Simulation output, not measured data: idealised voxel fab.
Process module, titled voxel fin reveal
Square cells of 5 nm make up the cross-section cut, whose width is 210 nm.
Cross-sections here: square-cell grids, written as top-down lists of bands, a band being one or more rows of cells. Top height, bottom height, nm. Materials left to right, width each, nm. Single material + "everywhere" = fills band edge to edge. "air" = empty. Beneath 0, the wafer as received is one material, and that level is where height counting begins. The lowest band goes on downward without a bottom; it is written like "from 0 down". Width spec "30..40" -> top row of cells at first value, bottom row at second value, equal per-row change in between. "no modification", as given for a step, is the statement that not any cell of the cross-section underwent a change during that step. Any empty space of 8 cells or more lacking an open way to the top shows up in "Sealed cavities" as width x height at distance, distance from the left edge, in nm. Anything after a step's settings on that line? It's the simulator's own note about the step. "overlay nm" answers the question of how far to the right of plan the mask lay on a step that has a mask, and when it is negative the answer is to the left.
Intended process steps:
1,RECEIVE,material Si
2,CONFORMAL_DEP,material SiN,thk nm 10
3,DIRECTIONAL_DEP,material aC,thk nm 15
4,PATTERN,tone cover,mask id FINS,material resist,width nm 15,pitch nm 40,thk nm 30,overlay nm 0
5,DIRECTIONAL_ETCH,etch materials aC,depth nm 15
6,STRIP,etch materials resist
7,DIRECTIONAL_ETCH,etch materials SiN,depth nm 10
8,DIRECTIONAL_ETCH,etch materials Si,depth nm 30
9,STRIP,etch materials aC
10,FILL_DEP,material SiO2,thk nm 15
11,CMP,height nm 10
12,SELECTIVE_ETCH,etch materials SiO2,depth nm 30
13,STRIP,etch materials SiN
14,CONFORMAL_DEP,material HfO2,thk nm 5
first wafer, as planned:
Wafer cross-section on receipt, i.e. after step 1:
	from 0 down  Si everywhere
	Sealed cavities: none
After step 2, in cross-section:
	from 10 to 0  SiN everywhere
	Below 0 it's all the same as before, nothing changed down there.
After step 3, in cross-section:
	from 25 to 10  aC everywhere
	Below 10 it's all the same as before, nothing changed down there.
After step 4, in cross-section:
	from 55 to 25  75 nm air; 15 nm resist; 25 nm air; 15 nm resist; 80 nm air
	Below 25 it's all the same as before, nothing changed down there.
After step 5, in cross-section:
	from 40 to 25  75 nm air; 15 nm resist; 25 nm air; 15 nm resist; 80 nm air
	from 25 to 10  75 nm air; 15 nm aC; 25 nm air; 15 nm aC; 80 nm air
	Below 10 it's all the same as before, nothing changed down there.
After step 6, in cross-section:
	from 25 to 10  75 nm air; 15 nm aC; 25 nm air; 15 nm aC; 80 nm air
	Below 10 it's all the same as before, nothing changed down there.
After step 7, in cross-section:
	from 25 to 10  75 nm air; 15 nm aC; 25 nm air; 15 nm aC; 80 nm air
	from 10 to 0  75 nm air; 15 nm SiN; 25 nm air; 15 nm SiN; 80 nm air
	Below 0 it's all the same as before, nothing changed down there.
After step 8, in cross-section:
	from 25 to 10  75 nm air; 15 nm aC; 25 nm air; 15 nm aC; 80 nm air
	from 10 to 0  75 nm air; 15 nm SiN; 25 nm air; 15 nm SiN; 80 nm air
	from 0 to -30  75 nm air; 15 nm Si; 25 nm air; 15 nm Si; 80 nm air
	Below -30 it's all the same as before, nothing changed down there.
After step 9, in cross-section:
	from 10 to 0  75 nm air; 15 nm SiN; 25 nm air; 15 nm SiN; 80 nm air
	Below 0 it's all the same as before, nothing changed down there.
After step 10, in cross-section:
	from 25 to 10  SiO2 everywhere
	from 10 to 0  75 nm SiO2; 15 nm SiN; 25 nm SiO2; 15 nm SiN; 80 nm SiO2
	from 0 to -30  75 nm SiO2; 15 nm Si; 25 nm SiO2; 15 nm Si; 80 nm SiO2
	Below -30 it's all the same as before, nothing changed down there.
After step 11, in cross-section:
	from 10 to 0  75 nm SiO2; 15 nm SiN; 25 nm SiO2; 15 nm SiN; 80 nm SiO2
	Below 0 it's all the same as before, nothing changed down there.
After step 12, in cross-section:
	from 10 to 0  75 nm air; 15 nm SiN; 25 nm air; 15 nm SiN; 80 nm air
	from 0 to -20  75 nm air; 15 nm Si; 25 nm air; 15 nm Si; 80 nm air
	Below -20 it's all the same as before, nothing changed down there.
After step 13, in cross-section:
	from 0 to -20  75 nm air; 15 nm Si; 25 nm air; 15 nm Si; 80 nm air
	Below -20 it's all the same as before, nothing changed down there.
After step 14, in cross-section:
	from 5 to 0  70 nm air; 25 nm HfO2; 15 nm air; 25 nm HfO2; 75 nm air
	from 0 to -15  70 nm air; 5 nm HfO2; 15 nm Si; 5 nm HfO2; 15 nm air; 5 nm HfO2; 15 nm Si; 5 nm HfO2; 75 nm air
	from -15 to -20  75 nm HfO2; 15 nm Si; 25 nm HfO2; 15 nm Si; 80 nm HfO2
	Below -20 it's all the same as before, nothing changed down there.
Here the second wafer is described. Its start and its plan were those of the first wafer. Its run contained one mistake. Up to and including step 11, it did exactly what the first wafer did:
Second wafer, sectioned view, at step 12's planned end time:
	from 10 to 0  75 nm SiO2; 15 nm air; 25 nm SiO2; 15 nm air; 80 nm SiO2
	Below 0 it's all the same as before, nothing changed down there.
Second wafer, sectioned view, at step 13's planned end time:
	from 0 to -20  75 nm air; 15 nm Si; 25 nm air; 15 nm Si; 80 nm air
	from -20 to -30  45 nm SiO2; 30 nm air; 15 nm Si; 25 nm air; 15 nm Si; 30 nm air; 50 nm SiO2
	Below -30 it's all the same as before, nothing changed down there.
Second wafer, sectioned view, at step 14's planned end time:
	from 5 to 0  70 nm air; 25 nm HfO2; 15 nm air; 25 nm HfO2; 75 nm air
	from 0 to -15  70 nm air; 5 nm HfO2; 15 nm Si; 5 nm HfO2; 15 nm air; 5 nm HfO2; 15 nm Si; 5 nm HfO2; 75 nm air
	from -15 to -20  50 nm HfO2; 20 nm air; 5 nm HfO2; 15 nm Si; 5 nm HfO2; 15 nm air; 5 nm HfO2; 15 nm Si; 5 nm HfO2; 20 nm air; 55 nm HfO2
	from -20 to -25  45 nm SiO2; 5 nm HfO2; 20 nm air; 5 nm HfO2; 15 nm Si; 5 nm HfO2; 15 nm air; 5 nm HfO2; 15 nm Si; 5 nm HfO2; 20 nm air; 5 nm HfO2; 50 nm SiO2
	from -25 to -30  45 nm SiO2; 30 nm HfO2; 15 nm Si; 25 nm HfO2; 15 nm Si; 30 nm HfO2; 50 nm SiO2
	Below -30 it's all the same as before, nothing changed down there.
The mistake made against the process plan was this: plan steps 12 and 13 run swapped
Final comparison by cell count, materials where the second wafer has more or fewer than the first: HfO2 +12, SiO2 -34
